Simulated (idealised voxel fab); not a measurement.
This is a process module. Its name is voxel gate over fins.
Shown is cross-section cut, with a width of 265 nm and square cells of size 5 nm.
Square cells in a grid make up a cross-section in this document, and the grid is given as bands, listed from the top down, each one or more rows of cells. Band entry format. Leading values: height of top, height of bottom, nm. Remainder: materials in left-to-right order, each with its width in nm. Special words: "edge to edge" on a single material, which then fills the band edge to edge; "blank", empty space. We count height from 0. Below that, the starting wafer is all one material. The lowest band never ends at the bottom but goes on down; see "0 nm and below" for how that is written. A two-number width, for instance "30 to 40", indicates that the width is equal to the first number in the top row of the band and to the second number in the bottom row, and that it changes by a constant amount per row of cells. When a step is marked "nothing changed", none of the cells in the cross-section changed during that step. Empty spaces without an open route to the top, at least 8 cells in extent, make up the entry "Closed void inventory"; each is given as width x height at distance, where the distance is measured from the left edge, and all are in nm. Note: text after step settings on the step line = simulator remark on that step. "overlay nm", when on a step's line for a step with a mask, measures how far to the right of its planned place the mask lay; a negative measure means to the left.

**The planned process steps are enumerated hereunder**
| 1 | op RECEIVE | material Si |
| 2 | op CONFORMAL_DEP | material SiN | thk nm 10 |
| 3 | op MASKED_ETCH | tone cover | mask id FINS | width nm 15 | pitch nm 45 | etch materials SiN | depth nm 10 | overlay nm 0 |
| 4 | op MASKED_ETCH | tone cover | mask id FINS | width nm 15 | pitch nm 45 | etch materials Si | depth nm 30 | overlay nm 0 |
| 5 | op OXIDIZE | depth nm 5 |
| 6 | op FILL_DEP | material SiO2 | thk nm 5 |
| 7 | op CMP | height nm 10 |
| 8 | op SELECTIVE_ETCH | etch materials SiO2 | depth nm 25 |
| 9 | op STRIP | etch materials SiN |
| 10 | op CONFORMAL_DEP | material HfO2 | thk nm 5 |
| 11 | op CONFORMAL_DEP | material TiN | thk nm 5 |
| 12 | op CONFORMAL_DEP | material TiAl | thk nm 5 |
| 13 | op CONFORMAL_DEP | material TiN | thk nm 5 |
| 14 | op FILL_DEP | material W | thk nm 10 |
| 15 | op CMP | height nm 25 |
| 16 | op CONFORMAL_DEP | material SiCN | thk nm 10 |

**Cross-sectional view of the wafer in its as-received condition, corresponding to the state after step 1**
* 0 nm and below = Si edge to edge
* Closed void inventory: none

**Figure: cross-sectional view of the wafer upon completion of the module, processed from the initial state and according to the plan depicted above, with one error introduced during execution**
* 35 nm to 25 nm = SiCN edge to edge
* 25 nm to 20 nm = W edge to edge
* 20 nm to 15 nm = W 40  TiN 180  W 45
* 15 nm to 10 nm = W 40  TiN 5  TiAl 35  TiN 10  TiAl 35  TiN 10  TiAl 35  TiN 10  TiAl 35  TiN 5  W 45
* 10 nm to 5 nm = W 40  TiN 5  TiAl 5  TiN 25  TiAl 5  TiN 10  TiAl 5  TiN 25  TiAl 5  TiN 10  TiAl 5  TiN 25  TiAl 5  TiN 10  TiAl 5  TiN 25  TiAl 5  TiN 5  W 45
* 5 nm to 0 nm = TiN 45  TiAl 5  TiN 5  HfO2 15  TiN 5  TiAl 5  TiN 10  TiAl 5  TiN 5  HfO2 15  TiN 5  TiAl 5  TiN 10  TiAl 5  TiN 5  HfO2 15  TiN 5  TiAl 5  TiN 10  TiAl 5  TiN 5  HfO2 15  TiN 5  TiAl 5  TiN 50
* 0 nm to -5 nm = TiAl 50  TiN 5  HfO2 5  Si 5  HfO2 5  TiN 5  TiAl 20  TiN 5  HfO2 5  Si 5  HfO2 5  TiN 5  TiAl 20  TiN 5  HfO2 5  Si 5  HfO2 5  TiN 5  TiAl 20  TiN 5  HfO2 5  Si 5  HfO2 5  TiN 5  TiAl 55
* -5 nm to -10 nm = TiN 55  HfO2 5  Si 5  HfO2 5  TiN 30  HfO2 5  Si 5  HfO2 5  TiN 30  HfO2 5  Si 5  HfO2 5  TiN 30  HfO2 5  Si 5  HfO2 5  TiN 60
* -10 nm to -15 nm = HfO2 60  Si 5  HfO2 40  Si 5  HfO2 40  Si 5  HfO2 40  Si 5  HfO2 65
* -15 nm to -45 nm = SiO2 60  Si 5  SiO2 40  Si 5  SiO2 40  Si 5  SiO2 40  Si 5  SiO2 65
* -45 nm and below = Si edge to edge
* Closed void inventory: none
The mistake made against the process plan was this: step 4 did not happen as planned, as run it was op MASKED_ETCH | tone cover | mask id FINS | width nm 15 | pitch nm 45 | etch materials Si | depth nm 40 | overlay nm 0
